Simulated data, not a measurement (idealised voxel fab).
process module | voxel fin reveal
For reference, the cross-section in this document is cut, with width 175 nm and square cells of 5 nm.
In this document a cross-section is written as a grid of square cells. It is given as a series of bands, listed from the top down, and a band is one or more rows of cells.
Heads up on the band format: heights come first, top then bottom, in nm. After that it's the materials left to right, each with its width in nm. A single material flagged "all across" fills the whole band edge to edge, and "air" means there's empty space there.
Ref level 0: as-received wafer is one material below here. Bottom band extends down with no lower bound ("0 down").
The expression "30..40" gives the width at the extremes of the band, the first number at its top row of cells and the second at its bottom row, with the width changing by equal amounts from each row to the next in between.
The cross-section has no changed cell in any step marked "all unchanged".
So "Voids lacking openings" is basically the list of trapped voids: any empty space of 8 cells or more that can't reach the top through an opening. They're written width x height at distance, the distance being from the left edge, and it's all nm.
That trailing text on a step's line, after the settings, is the simulator's own remark on the step.
overlay nm: on a step with a mask, how far right of its planned place the mask lay; negative means left.

-- Listed below are the process steps as planned
1. RECEIVE | material Si
2. CONFORMAL_DEP | material SiN | thk nm 10
3. DIRECTIONAL_DEP | material aC | thk nm 10
4. PATTERN | tone cover | mask id FINS | material resist | width nm 15 | pitch nm 45 | thk nm 25 | overlay nm 0
5. DIRECTIONAL_ETCH | etch materials aC | depth nm 10
6. STRIP | etch materials resist
7. DIRECTIONAL_ETCH | etch materials SiN | depth nm 10
8. DIRECTIONAL_ETCH | etch materials Si | depth nm 35
9. STRIP | etch materials aC
10. FILL_DEP | material SiO2 | thk nm 15
11. CMP | height nm 10
12. SELECTIVE_ETCH | etch materials SiO2 | depth nm 25
13. STRIP | etch materials SiN
Wafers differ in depth nm at step 12; plan lists the first wafer's value; identical starting state.

-- Cross-section of the first incoming wafer of several, state after step 1
- 0 down = Si all across
- Voids lacking openings: none

-- The cross-section of the first of several wafers is given below for the end of the module, after its final step, step 13
- 0 to -15 = air (35), Si (15), air (30), Si (15), air (30), Si (15), air (35)
- -15 to -35 = SiO2 (35), Si (15), SiO2 (30), Si (15), SiO2 (30), Si (15), SiO2 (35)
- -35 down = Si all across
- Voids lacking openings: none

-- Cross-section of the final wafer among several, taken at the end of the module
- 0 to -35 = air (35), Si (15), air (30), Si (15), air (30), Si (15), air (35)
- -35 down = Si all across
- Voids lacking openings: none

-- Note: the following table is arranged by wafer, a row apiece. Each row reports the end-of-module state: per material, cells gained (+) or cells lost (-) compared with the wafer as received; closed voids follow
depth nm 25, -182 Si, +104 SiO2, Voids lacking openings: none
depth nm 30, -182 Si, +78 SiO2, Voids lacking openings: none
depth nm 35, -182 Si, +52 SiO2, Voids lacking openings: none
depth nm 40, -182 Si, +26 SiO2, Voids lacking openings: none
depth nm 45, -182 Si, Voids lacking openings: none
depth nm 50, -182 Si, Voids lacking openings: none
